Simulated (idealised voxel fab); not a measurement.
process module | voxel self aligned vias
cross-section cut | 280 nm wide | cells 5 nm
A cross-section is a grid of square cells, given in bands from the top down. A band is one or more rows of cells.
Each band's line starts with the height of the band's top and of its bottom, in nm. Then come its materials from left to right, each with its width in nm. One material with "throughout" fills the band from edge to edge. "air" is empty space.
Height 0 is the level under which the wafer as received is all one material. The lowest band goes on downwards, as in "0 down".
A width such as "30 to 40" changes by the same amount from each row of cells to the next, from the band's top row to its bottom row.
"no change" after a step means that no cell of the cross-section changed.
closed voids: empty space of 8 cells or more with no open way to the top, each as width x height at its distance from the left edge, in nm
after a step's settings: what the simulator itself notes on the step
overlay nm, on a step with a mask: how far to the right of its planned place the mask lay; to the left if negative
plan
1 op RECEIVE | material Si
2 op CONFORMAL_DEP | material SiO2 | thk nm 10
3 op CONFORMAL_DEP | material SiCN | thk nm 5
4 op DIRECTIONAL_DEP | material lowk | thk nm 25
5 op MASKED_ETCH | tone open | mask id LINES | width nm 20 | pitch nm 50 | etch materials lowk | depth nm 25 | overlay nm 0
6 op CONFORMAL_DEP | material TiN | thk nm 5
7 op FILL_DEP | material Ru | thk nm 10
8 op CMP | height nm 40
9 op SELECTIVE_ETCH | etch materials W Ru TiN | depth nm 5
10 op FILL_DEP | material SiN | thk nm 5
11 op CMP | height nm 40
12 op DIRECTIONAL_DEP | material lowk | thk nm 20
13 op DIRECTIONAL_DEP | material aC | thk nm 15
14 op PATTERN | tone open | mask id VIAS | material resist | width nm 30 | pitch nm 100 | thk nm 30 | overlay nm 0
15 op DIRECTIONAL_ETCH | etch materials aC | depth nm 15
16 op STRIP | etch materials resist
17 op DIRECTIONAL_ETCH | etch materials lowk | depth nm 20
18 op DIRECTIONAL_ETCH | etch materials SiN | depth nm 5
19 op STRIP | etch materials aC
20 op CONFORMAL_DEP | material TiN | thk nm 5
21 op FILL_DEP | material Ru | thk nm 5
22 op CMP | height nm 60
23 op CONFORMAL_DEP | material SiN | thk nm 5
as received, after step 1
  0 down: Si throughout
  closed voids: none
first wafer at the end, as planned
  65 to 60: SiN throughout
  60 to 45: lowk 75 | TiN 5 | Ru 20 | TiN 5 | lowk 70 | TiN 5 | Ru 20 | TiN 5 | lowk 75
  45 to 40: lowk 75 | TiN 10 | Ru 10 | TiN 10 | lowk 70 | TiN 10 | Ru 10 | TiN 10 | lowk 75
  40 to 35: lowk 80 | TiN 20 | lowk 30 | SiN 20 | lowk 30 | TiN 20 | lowk 80
  35 to 20: lowk 80 | TiN 5 | Ru 10 | TiN 5 | lowk 30 | TiN 5 | Ru 10 | TiN 5 | lowk 30 | TiN 5 | Ru 10 | TiN 5 | lowk 80
  20 to 15: lowk 80 | TiN 20 | lowk 30 | TiN 20 | lowk 30 | TiN 20 | lowk 80
  15 to 10: SiCN throughout
  10 to 0: SiO2 throughout
  0 down: Si throughout
  closed voids: none
second wafer at the end: like start, like plan, one mistake
  65 to 60: SiN throughout
  60 to 45: lowk 75 | TiN 5 | Ru 20 | TiN 5 | lowk 70 | TiN 5 | Ru 20 | TiN 5 | lowk 75
  45 to 40: lowk 75 | TiN 15 | Ru 10 | TiN 5 | lowk 70 | TiN 15 | Ru 10 | TiN 5 | lowk 75
  40 to 35: lowk 85 | TiN 20 | lowk 30 | SiN 20 | lowk 30 | TiN 20 | lowk 75
  35 to 20: lowk 85 | TiN 5 | Ru 10 | TiN 5 | lowk 30 | TiN 5 | Ru 10 | TiN 5 | lowk 30 | TiN 5 | Ru 10 | TiN 5 | lowk 75
  20 to 15: lowk 85 | TiN 20 | lowk 30 | TiN 20 | lowk 30 | TiN 20 | lowk 75
  15 to 10: SiCN throughout
  10 to 0: SiO2 throughout
  0 down: Si throughout
  closed voids: none
what went wrong: step 5 ran as: op MASKED_ETCH | tone open | mask id LINES | width nm 20 | pitch nm 50 | etch materials lowk | depth nm 25 | overlay nm 5
at the end the second wafer has, in cells: as many of each material as the first, in other places
